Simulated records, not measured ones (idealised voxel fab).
This section sets out a process module, namely voxel capacitor over wiring.
200 nm wide, 5 nm square cells: that's cross-section cut.
If you're reading a cross-section in this doc, picture square cells in a grid; it comes to you as bands, top ones listed first down to the bottom, and a band can be one or more rows of cells. For a band, the entry starts with two heights in nm, that of the top and then that of the bottom, and carries on with the band's materials in order from left to right, each alongside its width in nm; the word "all across" beside a single material means it fills the band edge to edge, and "blank" means empty space. Heights are expressed relative to 0, this being the level below which the as-received wafer comprises one material exclusively. The lowest band is unbounded in the downward direction and is denoted as in "0 down". Think of "30..40" as a width that walks from the first number to the second as you go down the band, top row to bottom row, taking equal-sized steps from row to row. "remained unchanged" means the step left every cell of the cross-section as it was. Under "Closed void listing" you'll find the enclosed gaps, the ones with no way out to the top, that are 8 cells or bigger; each reads width x height at distance, with distance counted from the left edge, everything in nm. On each step's line, the part that comes after the settings is the simulator's own comment on the step. "overlay nm" denotes, for a step that has a mask, the displacement of the mask to the right of its planned place, with negative values corresponding to the left.

-- Planned process steps
1 RECEIVE | material Si
2 CONFORMAL_DEP | material SiO2 | thk nm 15
3 CONFORMAL_DEP | material SiCN | thk nm 5
4 DIRECTIONAL_DEP | material lowk | thk nm 20
5 PATTERN | tone open | mask id METAL_1 | material resist | width nm 30 | pitch nm 80 | thk nm 20 | overlay nm 0
6 DIRECTIONAL_ETCH | etch materials lowk | depth nm 20
7 DIRECTIONAL_ETCH | etch materials SiCN | depth nm 5
8 STRIP | etch materials resist
9 CONFORMAL_DEP | material TiN | thk nm 5
10 FILL_DEP | material Cu | thk nm 5
11 CMP | height nm 40
12 CONFORMAL_DEP | material SiCN | thk nm 5
13 DIRECTIONAL_DEP | material lowk | thk nm 10
14 MASKED_ETCH | tone open | mask id PLUG_1 | width nm 15 | etch materials lowk | depth nm 10 | overlay nm 0
15 MASKED_ETCH | tone open | mask id PLUG_1 | width nm 15 | etch materials SiCN | depth nm 5 | overlay nm 0
16 EPI | material Ru | thk nm 10
17 EPI | material Ru | thk nm 5
18 DIRECTIONAL_DEP | material TiN | thk nm 10
19 DIRECTIONAL_DEP | material Al2O3 | thk nm 5
20 DIRECTIONAL_DEP | material TiN | thk nm 5
21 PATTERN | tone cover | mask id UPPER_PLATE | material resist | width nm 55 | thk nm 15 | overlay nm 0
22 DIRECTIONAL_ETCH | etch materials TiN | depth nm 5
23 DIRECTIONAL_ETCH | etch materials Al2O3 | depth nm 5
24 STRIP | etch materials resist
25 MASKED_ETCH | tone cover | mask id LOWER_PLATE | width nm 65 | etch materials TiN | depth nm 10 | overlay nm 0
26 FILL_DEP | material SiO2 | thk nm 15
27 CMP | height nm 85
28 PATTERN | tone open | mask id PLUG_2 | material resist | width nm 15 | thk nm 15 | overlay nm 0
29 DIRECTIONAL_ETCH | etch materials SiO2 | depth nm 10
30 STRIP | etch materials resist
31 CONFORMAL_DEP | material TiN | thk nm 5
32 FILL_DEP | material W | thk nm 10
33 CMP | height nm 85
34 CONFORMAL_DEP | material SiN | thk nm 5

-- What follows covers the first of two wafers; it ran as planned

-- Wafer at receipt (post step 1), cross-section
	0 down = Si all across
	Closed void listing: none

-- Step 2 done - wafer cross-section
	15 to 0 = SiO2 all across
	Note: structure below 0 unchanged.

-- Step 3 done - wafer cross-section
	20 to 15 = SiCN all across
	Note: structure below 15 unchanged.

-- Step 4 done - wafer cross-section
	40 to 20 = lowk all across
	Note: structure below 20 unchanged.

-- Step 5 done - wafer cross-section
	60 to 40 = resist: 45; blank: 30; resist: 50; blank: 30; resist: 45
	Note: structure below 40 unchanged.

-- Step 6 done - wafer cross-section
	60 to 40 = resist: 45; blank: 30; resist: 50; blank: 30; resist: 45
	40 to 20 = lowk: 45; blank: 30; lowk: 50; blank: 30; lowk: 45
	Note: structure below 20 unchanged.

-- Step 7 done - wafer cross-section
	60 to 40 = resist: 45; blank: 30; resist: 50; blank: 30; resist: 45
	40 to 20 = lowk: 45; blank: 30; lowk: 50; blank: 30; lowk: 45
	20 to 15 = SiCN: 45; blank: 30; SiCN: 50; blank: 30; SiCN: 45
	Note: structure below 15 unchanged.

-- Step 8 done - wafer cross-section
	40 to 20 = lowk: 45; blank: 30; lowk: 50; blank: 30; lowk: 45
	Note: structure below 20 unchanged.

-- Step 9 done - wafer cross-section
	45 to 40 = TiN: 50; blank: 20; TiN: 60; blank: 20; TiN: 50
	40 to 20 = lowk: 45; TiN: 5; blank: 20; TiN: 5; lowk: 50; TiN: 5; blank: 20; TiN: 5; lowk: 45
	20 to 15 = SiCN: 45; TiN: 30; SiCN: 50; TiN: 30; SiCN: 45
	Note: structure below 15 unchanged.

-- Step 10 done - wafer cross-section
	50 to 45 = Cu all across
	45 to 40 = TiN: 50; Cu: 20; TiN: 60; Cu: 20; TiN: 50
	40 to 20 = lowk: 45; TiN: 5; Cu: 20; TiN: 5; lowk: 50; TiN: 5; Cu: 20; TiN: 5; lowk: 45
	Note: structure below 20 unchanged.

-- Step 11 done - wafer cross-section
	40 to 20 = lowk: 45; TiN: 5; Cu: 20; TiN: 5; lowk: 50; TiN: 5; Cu: 20; TiN: 5; lowk: 45
	Note: structure below 20 unchanged.

-- Step 12 done - wafer cross-section
	45 to 40 = SiCN all across
	Note: structure below 40 unchanged.

-- Step 13 done - wafer cross-section
	55 to 45 = lowk all across
	Note: structure below 45 unchanged.

-- Step 14 done - wafer cross-section
	55 to 45 = lowk: 60; blank: 15; lowk: 125
	Note: structure below 45 unchanged.

-- Step 15 done - wafer cross-section
	55 to 45 = lowk: 60; blank: 15; lowk: 125
	45 to 40 = SiCN: 60; blank: 15; SiCN: 125
	Note: structure below 40 unchanged.

-- Step 16 done - wafer cross-section
	55 to 50 = lowk: 60; blank: 15; lowk: 125
	50 to 45 = lowk: 60; Ru: 15; lowk: 125
	45 to 40 = SiCN: 60; Ru: 15; SiCN: 125
	Note: structure below 40 unchanged.

-- Step 17 done - wafer cross-section
	55 to 45 = lowk: 60; Ru: 15; lowk: 125
	Note: structure below 45 unchanged.

-- Step 18 done - wafer cross-section
	65 to 55 = TiN all across
	Note: structure below 55 unchanged.

-- Step 19 done - wafer cross-section
	70 to 65 = Al2O3 all across
	Note: structure below 65 unchanged.

-- Step 20 done - wafer cross-section
	75 to 70 = TiN all across
	Note: structure below 70 unchanged.

-- Step 21 done - wafer cross-section
	90 to 75 = blank: 60; resist: 55; blank: 85
	Note: structure below 75 unchanged.

-- Step 22 done - wafer cross-section
	90 to 75 = blank: 60; resist: 55; blank: 85
	75 to 70 = blank: 60; TiN: 55; blank: 85
	Note: structure below 70 unchanged.

-- Step 23 done - wafer cross-section
	90 to 75 = blank: 60; resist: 55; blank: 85
	75 to 70 = blank: 60; TiN: 55; blank: 85
	70 to 65 = blank: 60; Al2O3: 55; blank: 85
	Note: structure below 65 unchanged.

-- Step 24 done - wafer cross-section
	75 to 70 = blank: 60; TiN: 55; blank: 85
	Note: structure below 70 unchanged.

-- Step 25 done - wafer cross-section
	75 to 70 = blank: 60; TiN: 55; blank: 85
	70 to 65 = blank: 60; Al2O3: 55; blank: 85
	65 to 55 = blank: 55; TiN: 65; blank: 80
	Note: structure below 55 unchanged.

-- Step 26 done - wafer cross-section
	90 to 75 = SiO2 all across
	75 to 70 = SiO2: 60; TiN: 55; SiO2: 85
	70 to 65 = SiO2: 60; Al2O3: 55; SiO2: 85
	65 to 55 = SiO2: 55; TiN: 65; SiO2: 80
	Note: structure below 55 unchanged.

-- Step 27 done - wafer cross-section
	85 to 75 = SiO2 all across
	Note: structure below 75 unchanged.

-- Step 28 done - wafer cross-section
	100 to 85 = resist: 70; blank: 15; resist: 115
	Note: structure below 85 unchanged.

-- Step 29 done - wafer cross-section
	100 to 85 = resist: 70; blank: 15; resist: 115
	85 to 75 = SiO2: 70; blank: 15; SiO2: 115
	Note: structure below 75 unchanged.

-- Step 30 done - wafer cross-section
	85 to 75 = SiO2: 70; blank: 15; SiO2: 115
	Note: structure below 75 unchanged.

-- Step 31 done - wafer cross-section
	90 to 85 = TiN: 75; blank: 5; TiN: 120
	85 to 80 = SiO2: 70; TiN: 5; blank: 5; TiN: 5; SiO2: 115
	80 to 70 = SiO2: 70..60; TiN: 15..55; SiO2: 115..85
	Note: structure below 70 unchanged.

-- Step 32 done - wafer cross-section
	100 to 90 = W all across
	90 to 85 = TiN: 75; W: 5; TiN: 120
	85 to 80 = SiO2: 70; TiN: 5; W: 5; TiN: 5; SiO2: 115
	Note: structure below 80 unchanged.

-- Step 33 done - wafer cross-section
	85 to 80 = SiO2: 70; TiN: 5; W: 5; TiN: 5; SiO2: 115
	Note: structure below 80 unchanged.

-- Step 34 done - wafer cross-section
	90 to 85 = SiN all across
	Note: structure below 85 unchanged.

-- Wafer two. Identical start, identical plan. One mistake in execution. Identical history through step 27

-- At the planned end of step 28, the second wafer in cross-section
	100 to 85 = resist: 70; blank: 20; resist: 110
	Note: structure below 85 unchanged.

-- At the planned end of step 29, the second wafer in cross-section
	100 to 85 = resist: 70; blank: 20; resist: 110
	85 to 75 = SiO2: 70; blank: 20; SiO2: 110
	Note: structure below 75 unchanged.

-- At the planned end of step 30, the second wafer in cross-section
	85 to 75 = SiO2: 70; blank: 20; SiO2: 110
	Note: structure below 75 unchanged.

-- At the planned end of step 31, the second wafer in cross-section
	90 to 85 = TiN: 75; blank: 10; TiN: 115
	85 to 80 = SiO2: 70; TiN: 5; blank: 10; TiN: 5; SiO2: 110
	80 to 70 = SiO2: 70..60; TiN: 20..55; SiO2: 110..85
	Note: structure below 70 unchanged.

-- At the planned end of step 32, the second wafer in cross-section
	100 to 90 = W all across
	90 to 85 = TiN: 75; W: 10; TiN: 115
	85 to 80 = SiO2: 70; TiN: 5; W: 10; TiN: 5; SiO2: 110
	Note: structure below 80 unchanged.

-- At the planned end of step 33, the second wafer in cross-section
	85 to 80 = SiO2: 70; TiN: 5; W: 10; TiN: 5; SiO2: 110
	Note: structure below 80 unchanged.

-- At the planned end of step 34, the second wafer in cross-section
	90 to 85 = SiN all across
	Note: structure below 85 unchanged.
Against the plan, the run slipped here: heads up, step 28 didn't go per plan, it actually ran as PATTERN | tone open | mask id PLUG_2 | material resist | width nm 20 | thk nm 15 | overlay nm 0
Wafer comparison, final, in cells, second relative to first, materials more or fewer: 2 fewer of SiO2; 1 more of TiN; 1 more of W
